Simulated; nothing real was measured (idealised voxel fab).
process module | voxel lift off
cross-section cut | 170 nm wide | cells 5 nm
A cross-section is a grid of square cells, given in bands from the top down. A band is one or more rows of cells.
Each band's line starts with the height of the band's top and of its bottom, in nm. Then come its materials from left to right, each with its width in nm. One material with "throughout" fills the band from edge to edge. "air" is empty space.
Height 0 is the level under which the wafer as received is all one material. The lowest band goes on downwards, as in "0 down".
A width such as "30 to 40" changes by the same amount from each row of cells to the next, from the band's top row to its bottom row.
"no change" after a step means that no cell of the cross-section changed.
closed voids: empty space of 8 cells or more with no open way to the top, each as width x height at its distance from the left edge, in nm
after a step's settings: what the simulator itself notes on the step
overlay nm, on a step with a mask: how far to the right of its planned place the mask lay; to the left if negative
plan
1 op RECEIVE | material Si
2 op CONFORMAL_DEP | material SiO2 | thk nm 15
3 op PATTERN | tone open | mask id LINES | material resist | width nm 25 | pitch nm 55 | thk nm 15 | overlay nm 0
4 op DIRECTIONAL_DEP | material Ru | thk nm 5
5 op STRIP | etch materials resist
6 op CONFORMAL_DEP | material SiO2 | thk nm 5
varied across the wafers: thk nm of step 6. The plan shows the first wafer's value. All wafers start alike
first wafer as received, after step 1
  0 down: Si throughout
  closed voids: none
each wafer at the end: cells of each material gained (+) or lost (-) since it was received, then its closed voids
thk nm 5 | +15 Ru | +142 SiO2 | closed voids: none
thk nm 10 | +15 Ru | +182 SiO2 | closed voids: none
thk nm 15 | +15 Ru | +222 SiO2 | closed voids: none
thk nm 20 | +15 Ru | +257 SiO2 | closed voids: none
